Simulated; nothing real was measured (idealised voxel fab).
Herein follows the process module entitled voxel wiring stack.
The cross-section on display is named cut; it measures 275 nm wide, and its cells are 5 nm squares.
Bands, listed from the top down, are how a cross-section gets written in this document; the cross-section itself is a grid of square cells, and a band is one or more rows of them.
In this notation a band is specified by the heights of its top and bottom, in that order and in nm, after which its materials appear from left to right, each paired with its width in nm. The word "everywhere" attached to a single material means that material fills the band from edge to edge; the word "air" stands for empty space.
For the purposes of this specification, 0 denotes the height below which the wafer in its as-received condition is composed wholly of one material, and the lowermost band, lacking a lower limit, extends downward without end, as expressed in "0 and below".
Read "30->40" as a graded width: first number on top, second number at the bottom, same change between each pair of neighbouring rows.
Step marked "left unchanged"? Then no cell in the cross-section changed in it.
Basically, "closed voids" tells you about the enclosed voids: empty spaces with no open way to the top, 8 cells or bigger, each written width x height at distance, where distance is from the left edge, all in nm.
On a step's line, text after the settings is the simulator commenting on that step.
overlay nm: how far to the right of its planned place the mask lay on this masked step (negative: to the left).
How should the pairs below be read? Each gives the cross-section before one process step and the cross-section after it, the latter drawn only to the lowest band that changed; the step that lies between them, with its settings, appears under the pair. Does a pair pick up where the pair above left off? Only where its entry headed "Prior to processing" says so, since pairs can come from different runs of this module on the same starting wafer.
Prior to processing:
	130 down to 115  85 resist / 25 air / 15 resist / 25 air / 15 resist / 25 air / 85 resist
	115 down to 85  SiO2 everywhere
	85 down to 80  SiCN everywhere
	80 down to 65  85 SiO2 / 5 TiN / 15 Cu / 5 TiN / 15 SiO2 / 5 TiN / 15 Cu / 5 TiN / 15 SiO2 / 5 TiN / 15 Cu / 5 TiN / 85 SiO2
	65 down to 60  85 SiO2 / 5 TiN / 5 Cu / 15 TiN / 15 SiO2 / 25 TiN / 15 SiO2 / 5 TiN / 5 Cu / 15 TiN / 85 SiO2
	60 down to 50  85 SiO2 / 5 TiN / 5 Cu / 5 TiN / 65 SiO2 / 5 TiN / 5 Cu / 5 TiN / 95 SiO2
	50 down to 45  85 SiCN / 15 TiN / 65 SiCN / 15 TiN / 95 SiCN
	45 down to 20  85 Ru / 25 lowk / 15 Ru / 25 lowk / 15 Ru / 25 lowk / 85 Ru
	20 down to 15  85 TiN / 25 lowk / 15 TiN / 25 lowk / 15 TiN / 25 lowk / 85 TiN
	15 down to 0  SiO2 everywhere
	0 and below  Si everywhere
	closed voids: none
Section After Processing:
	130 down to 115  85 resist / 25 air / 15 resist / 25 air / 15 resist / 25 air / 85 resist
	115 down to 95  85 SiO2 / 25 air / 15 SiO2 / 25 air / 15 SiO2 / 25 air / 85 SiO2
	Below 95 it's all the same as before, nothing changed down there.
	closed voids: none
Step linking the sections shown: DIRECTIONAL_ETCH: etch materials SiO2, depth nm 20
Prior to processing: identical to the post-step cross-section of the immediately preceding pair.
Section After Processing:
	115 down to 95  85 SiO2 / 25 air / 15 SiO2 / 25 air / 15 SiO2 / 25 air / 85 SiO2
	Below 95 it's all the same as before, nothing changed down there.
	closed voids: none
Step linking the sections shown: STRIP: etch materials resist
Prior to processing: identical to the post-step cross-section of the immediately preceding pair.
Section After Processing:
	125 down to 115  85 aC / 25 air / 15 aC / 25 air / 15 aC / 25 air / 85 aC
	115 down to 105  85 SiO2 / 25 air / 15 SiO2 / 25 air / 15 SiO2 / 25 air / 85 SiO2
	105 down to 95  85 SiO2 / 25 aC / 15 SiO2 / 25 aC / 15 SiO2 / 25 aC / 85 SiO2
	Below 95 it's all the same as before, nothing changed down there.
	closed voids: none
Step linking the sections shown: DIRECTIONAL_DEP: material aC, thk nm 10
Prior to processing: identical to the post-step cross-section of the immediately preceding pair.
Section After Processing:
	150 down to 125  85 resist / 15 air / 65 resist / 15 air / 95 resist
	125 down to 115  85 aC / 15 air / 10 resist / 15 aC / 25 resist / 15 aC / 15 air / 10 resist / 85 aC
	115 down to 105  85 SiO2 / 15 air / 10 resist / 15 SiO2 / 25 resist / 15 SiO2 / 15 air / 10 resist / 85 SiO2
	Below 105 it's all the same as before, nothing changed down there.
	closed voids: none
Step linking the sections shown: PATTERN: tone open, mask id METAL_3_HOLES, material resist, width nm 15, pitch nm 80, thk nm 25, overlay nm 0
Prior to processing: identical to the post-step cross-section of the immediately preceding pair.
Section After Processing:
	140 down to 125  85 resist / 15 air / 65 resist / 15 air / 95 resist
	125 down to 115  85 aC / 15 air / 10 resist / 15 aC / 25 resist / 15 aC / 15 air / 10 resist / 85 aC
	115 down to 105  85 SiO2 / 15 air / 10 resist / 15 SiO2 / 25 resist / 15 SiO2 / 15 air / 10 resist / 85 SiO2
	105 down to 95  85 SiO2 / 15 air / 10 aC / 15 SiO2 / 25 aC / 15 SiO2 / 15 air / 10 aC / 85 SiO2
	Below 95 it's all the same as before, nothing changed down there.
	closed voids: none
Step linking the sections shown: DIRECTIONAL_ETCH: etch materials aC, depth nm 10
Prior to processing: identical to the post-step cross-section of the immediately preceding pair.
Section After Processing:
	125 down to 115  85 aC / 25 air / 15 aC / 25 air / 15 aC / 25 air / 85 aC
	115 down to 105  85 SiO2 / 25 air / 15 SiO2 / 25 air / 15 SiO2 / 25 air / 85 SiO2
	Below 105 it's all the same as before, nothing changed down there.
	closed voids: none
Step linking the sections shown: STRIP: etch materials resist
Prior to processing: identical to the post-step cross-section of the immediately preceding pair.
Section After Processing:
	125 down to 115  85 aC / 25 air / 15 aC / 25 air / 15 aC / 25 air / 85 aC
	115 down to 105  85 SiO2 / 25 air / 15 SiO2 / 25 air / 15 SiO2 / 25 air / 85 SiO2
	105 down to 95  85 SiO2 / 15 air / 10 aC / 15 SiO2 / 25 aC / 15 SiO2 / 15 air / 10 aC / 85 SiO2
	95 down to 85  85 SiO2 / 15 air / 65 SiO2 / 15 air / 95 SiO2
	Below 85 it's all the same as before, nothing changed down there.
	closed voids: none
Step linking the sections shown: DIRECTIONAL_ETCH: etch materials SiO2, depth nm 10
Prior to processing: identical to the post-step cross-section of the immediately preceding pair.
Section After Processing:
	125 down to 115  85 aC / 25 air / 15 aC / 25 air / 15 aC / 25 air / 85 aC
	115 down to 105  85 SiO2 / 25 air / 15 SiO2 / 25 air / 15 SiO2 / 25 air / 85 SiO2
	105 down to 95  85 SiO2 / 15 air / 10 aC / 15 SiO2 / 25 aC / 15 SiO2 / 15 air / 10 aC / 85 SiO2
	95 down to 85  85 SiO2 / 15 air / 65 SiO2 / 15 air / 95 SiO2
	85 down to 80  85 SiCN / 15 air / 65 SiCN / 15 air / 95 SiCN
	Below 80 it's all the same as before, nothing changed down there.
	closed voids: none
Step linking the sections shown: DIRECTIONAL_ETCH: etch materials SiCN, depth nm 5
Prior to processing: identical to the post-step cross-section of the immediately preceding pair.
Section After Processing:
	115 down to 95  85 SiO2 / 25 air / 15 SiO2 / 25 air / 15 SiO2 / 25 air / 85 SiO2
	Below 95 it's all the same as before, nothing changed down there.
	closed voids: none
Step linking the sections shown: STRIP: etch materials aC
Prior to processing: identical to the post-step cross-section of the immediately preceding pair.
Section After Processing:
	120 down to 115  90 TiN / 15 air / 25 TiN / 15 air / 25 TiN / 15 air / 90 TiN
	115 down to 100  85 SiO2 / 5 TiN / 15 air / 5 TiN / 15 SiO2 / 5 TiN / 15 air / 5 TiN / 15 SiO2 / 5 TiN / 15 air / 5 TiN / 85 SiO2
	100 down to 95  85 SiO2 / 5 TiN / 5 air / 15 TiN / 15 SiO2 / 25 TiN / 15 SiO2 / 5 TiN / 5 air / 15 TiN / 85 SiO2
	95 down to 85  85 SiO2 / 5 TiN / 5 air / 5 TiN / 65 SiO2 / 5 TiN / 5 air / 5 TiN / 95 SiO2
	85 down to 80  85 SiCN / 15 TiN / 65 SiCN / 15 TiN / 95 SiCN
	Below 80 it's all the same as before, nothing changed down there.
	closed voids: none
Step linking the sections shown: CONFORMAL_DEP: material TiN, thk nm 5
Prior to processing: identical to the post-step cross-section of the immediately preceding pair.
Section After Processing:
	125 down to 120  Ru everywhere
	120 down to 115  90 TiN / 15 Ru / 25 TiN / 15 Ru / 25 TiN / 15 Ru / 90 TiN
	115 down to 100  85 SiO2 / 5 TiN / 15 Ru / 5 TiN / 15 SiO2 / 5 TiN / 15 Ru / 5 TiN / 15 SiO2 / 5 TiN / 15 Ru / 5 TiN / 85 SiO2
	100 down to 95  85 SiO2 / 5 TiN / 5 Ru / 15 TiN / 15 SiO2 / 25 TiN / 15 SiO2 / 5 TiN / 5 Ru / 15 TiN / 85 SiO2
	95 down to 85  85 SiO2 / 5 TiN / 5 Ru / 5 TiN / 65 SiO2 / 5 TiN / 5 Ru / 5 TiN / 95 SiO2
	Below 85 it's all the same as before, nothing changed down there.
	closed voids: none
Step linking the sections shown: FILL_DEP: material Ru, thk nm 5
Prior to processing: identical to the post-step cross-section of the immediately preceding pair.
Section After Processing:
	115 down to 100  85 SiO2 / 5 TiN / 15 Ru / 5 TiN / 15 SiO2 / 5 TiN / 15 Ru / 5 TiN / 15 SiO2 / 5 TiN / 15 Ru / 5 TiN / 85 SiO2
	Below 100 it's all the same as before, nothing changed down there.
	closed voids: none
Step linking the sections shown: CMP: height nm 115
Prior to processing: identical to the post-step cross-section of the immediately preceding pair.
Section After Processing:
	120 down to 115  SiCN everywhere
	Below 115 it's all the same as before, nothing changed down there.
	closed voids: none
Step linking the sections shown: CONFORMAL_DEP: material SiCN, thk nm 5
Prior to processing: identical to the post-step cross-section of the immediately preceding pair.
Section After Processing:
	150 down to 120  SiO2 everywhere
	Below 120 it's all the same as before, nothing changed down there.
	closed voids: none
Step linking the sections shown: DIRECTIONAL_DEP: material SiO2, thk nm 30
Prior to processing: identical to the post-step cross-section of the immediately preceding pair.
Section After Processing:
	170 down to 150  85 resist / 15 air / 25 resist / 15 air / 25 resist / 15 air / 95 resist
	Below 150 it's all the same as before, nothing changed down there.
	closed voids: none
Step linking the sections shown: PATTERN: tone open, mask id METAL_4_HOLES, material resist, width nm 15, pitch nm 40, thk nm 20, overlay nm 0
Prior to processing: identical to the post-step cross-section of the immediately preceding pair.
Section After Processing:
	170 down to 150  85 resist / 15 air / 25 resist / 15 air / 25 resist / 15 air / 95 resist
	150 down to 120  85 SiO2 / 15 air / 25 SiO2 / 15 air / 25 SiO2 / 15 air / 95 SiO2
	Below 120 it's all the same as before, nothing changed down there.
	closed voids: none
Step linking the sections shown: DIRECTIONAL_ETCH: etch materials SiO2, depth nm 30
Prior to processing: identical to the post-step cross-section of the immediately preceding pair.
Section After Processing:
	150 down to 120  85 SiO2 / 15 air / 25 SiO2 / 15 air / 25 SiO2 / 15 air / 95 SiO2
	Below 120 it's all the same as before, nothing changed down there.
	closed voids: none
Step linking the sections shown: STRIP: etch materials resist
Prior to processing: identical to the post-step cross-section of the immediately preceding pair.
Section After Processing:
	170 down to 150  85 resist / 25 air / 15 resist / 25 air / 15 resist / 25 air / 85 resist
	Below 150 it's all the same as before, nothing changed down there.
	closed voids: none
Step linking the sections shown: PATTERN: tone open, mask id METAL_4, material resist, width nm 25, pitch nm 40, thk nm 20, overlay nm 0
Prior to processing: identical to the post-step cross-section of the immediately preceding pair.
Section After Processing:
	170 down to 150  85 resist / 25 air / 15 resist / 25 air / 15 resist / 25 air / 85 resist
	150 down to 130  85 SiO2 / 25 air / 15 SiO2 / 25 air / 15 SiO2 / 25 air / 85 SiO2
	Below 130 it's all the same as before, nothing changed down there.
	closed voids: none
Step linking the sections shown: DIRECTIONAL_ETCH: etch materials SiO2, depth nm 20
Prior to processing: identical to the post-step cross-section of the immediately preceding pair.
Section After Processing:
	170 down to 150  85 resist / 25 air / 15 resist / 25 air / 15 resist / 25 air / 85 resist
	150 down to 130  85 SiO2 / 25 air / 15 SiO2 / 25 air / 15 SiO2 / 25 air / 85 SiO2
	130 down to 120  85 SiO2 / 15 air / 25 SiO2 / 15 air / 25 SiO2 / 15 air / 95 SiO2
	120 down to 115  85 SiCN / 15 air / 25 SiCN / 15 air / 25 SiCN / 15 air / 95 SiCN
	Below 115 it's all the same as before, nothing changed down there.
	closed voids: none
Step linking the sections shown: DIRECTIONAL_ETCH: etch materials SiCN, depth nm 5
Prior to processing: identical to the post-step cross-section of the immediately preceding pair.
Section After Processing:
	150 down to 130  85 SiO2 / 25 air / 15 SiO2 / 25 air / 15 SiO2 / 25 air / 85 SiO2
	Below 130 it's all the same as before, nothing changed down there.
	closed voids: none
Step linking the sections shown: STRIP: etch materials resist
Prior to processing: identical to the post-step cross-section of the immediately preceding pair.
Section After Processing:
	155 down to 150  90 TiN / 15 air / 25 TiN / 15 air / 25 TiN / 15 air / 90 TiN
	150 down to 135  85 SiO2 / 5 TiN / 15 air / 5 TiN / 15 SiO2 / 5 TiN / 15 air / 5 TiN / 15 SiO2 / 5 TiN / 15 air / 5 TiN / 85 SiO2
	135 down to 130  85 SiO2 / 5 TiN / 5 air / 15 TiN / 15 SiO2 / 5 TiN / 5 air / 15 TiN / 15 SiO2 / 5 TiN / 5 air / 15 TiN / 85 SiO2
	130 down to 120  85 SiO2 / 5 TiN / 5 air / 5 TiN / 25 SiO2 / 5 TiN / 5 air / 5 TiN / 25 SiO2 / 5 TiN / 5 air / 5 TiN / 95 SiO2
	120 down to 115  85 SiCN / 15 TiN / 25 SiCN / 15 TiN / 25 SiCN / 15 TiN / 95 SiCN
	Below 115 it's all the same as before, nothing changed down there.
	closed voids: none
Step linking the sections shown: CONFORMAL_DEP: material TiN, thk nm 5
Prior to processing: identical to the post-step cross-section of the immediately preceding pair.
Section After Processing:
	160 down to 155  Cu everywhere
	155 down to 150  90 TiN / 15 Cu / 25 TiN / 15 Cu / 25 TiN / 15 Cu / 90 TiN
	150 down to 135  85 SiO2 / 5 TiN / 15 Cu / 5 TiN / 15 SiO2 / 5 TiN / 15 Cu / 5 TiN / 15 SiO2 / 5 TiN / 15 Cu / 5 TiN / 85 SiO2
	135 down to 130  85 SiO2 / 5 TiN / 5 Cu / 15 TiN / 15 SiO2 / 5 TiN / 5 Cu / 15 TiN / 15 SiO2 / 5 TiN / 5 Cu / 15 TiN / 85 SiO2
	130 down to 120  85 SiO2 / 5 TiN / 5 Cu / 5 TiN / 25 SiO2 / 5 TiN / 5 Cu / 5 TiN / 25 SiO2 / 5 TiN / 5 Cu / 5 TiN / 95 SiO2
	Below 120 it's all the same as before, nothing changed down there.
	closed voids: none
Step linking the sections shown: FILL_DEP: material Cu, thk nm 5
Prior to processing: identical to the post-step cross-section of the immediately preceding pair.
Section After Processing:
	150 down to 135  85 SiO2 / 5 TiN / 15 Cu / 5 TiN / 15 SiO2 / 5 TiN / 15 Cu / 5 TiN / 15 SiO2 / 5 TiN / 15 Cu / 5 TiN / 85 SiO2
	Below 135 it's all the same as before, nothing changed down there.
	closed voids: none
Step linking the sections shown: CMP: height nm 150
Prior to processing: identical to the post-step cross-section of the immediately preceding pair.
Section After Processing:
	155 down to 150  SiCN everywhere
	Below 150 it's all the same as before, nothing changed down there.
	closed voids: none
Step linking the sections shown: CONFORMAL_DEP: material SiCN, thk nm 5
